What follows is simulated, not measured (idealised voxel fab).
The following is a process module called voxel tone inversion.
Square cell edge 5 nm, section width 185 nm, ID cut.
Cross-section layout: square cells on a grid; listed as bands, top to bottom; a band spans one or more cell rows.
Per band: top height and bottom height in nm, followed by the left-to-right materials and their widths in nm; "edge to edge" marks a single material spanning edge to edge, "air" marks empty space.
The level at which height equals 0 is the one under which the wafer, as it arrives, is entirely one material. No lower edge exists for the bottom band, which continues downward and is notated as in "0..down".
Quick explanation for "30->40": the width changes in equal steps down the rows of cells, from the first number in the band's top row to the second number in its bottom row.
"no modification" means the step left every cell of the cross-section as it was.
Voids not open to the top, 8 cells minimum: see "Closed void table". Written width x height at distance; distance is from the left edge; nm.
On each step's line, the part that comes after the settings is the simulator's own comment on the step.
overlay nm: on a step with a mask, how far right of its planned place the mask lay; negative means left.

**Planned process steps**
step 1: RECEIVE, material Si
step 2: CONFORMAL_DEP, material SiCN, thk nm 10
step 3: DIRECTIONAL_DEP, material aC, thk nm 15
step 4: PATTERN, tone cover, mask id POSTS, material resist, width nm 20, pitch nm 50, thk nm 20, overlay nm 0
step 5: DIRECTIONAL_ETCH, etch materials aC, depth nm 15
step 6: STRIP, etch materials resist
step 7: FILL_DEP, material lowk, thk nm 10
step 8: CMP, height nm 25
step 9: STRIP, etch materials aC
step 10: CONFORMAL_DEP, material TiN, thk nm 5
step 11: FILL_DEP, material W, thk nm 5
step 12: CMP, height nm 25
step 13: CONFORMAL_DEP, material SiCN, thk nm 5

**as received, after step 1**
  0..down = Si edge to edge
  Closed void table: none

**Post-module cross-section of the first of two wafers (run per plan)**
  30..25 = SiCN edge to edge
  25..15 = lowk 55 nm | TiN 5 nm | W 10 nm | TiN 5 nm | lowk 30 nm | TiN 5 nm | W 10 nm | TiN 5 nm | lowk 60 nm
  15..10 = lowk 55 nm | TiN 20 nm | lowk 30 nm | TiN 20 nm | lowk 60 nm
  10..0 = SiCN edge to edge
  0..down = Si edge to edge
  Closed void table: none

**Cross-sectional image of the second wafer of the two following completion of the module. Starting state and process plan were the same as for the first wafer; one execution error occurred**
  30..25 = SiCN edge to edge
  25..15 = lowk edge to edge
  15..0 = lowk 55 nm | aC 20 nm | lowk 30 nm | aC 20 nm | lowk 60 nm
  0..down = Si edge to edge
  Closed void table: none
Nonconformance to the process plan: step 2 from the plan never happened, it was just skipped
Counted in cells at the end, the second wafer holds more or fewer of these materials than the first: 74 fewer of SiCN, 16 fewer of TiN, 8 fewer of W, 24 more of aC, 74 more of lowk
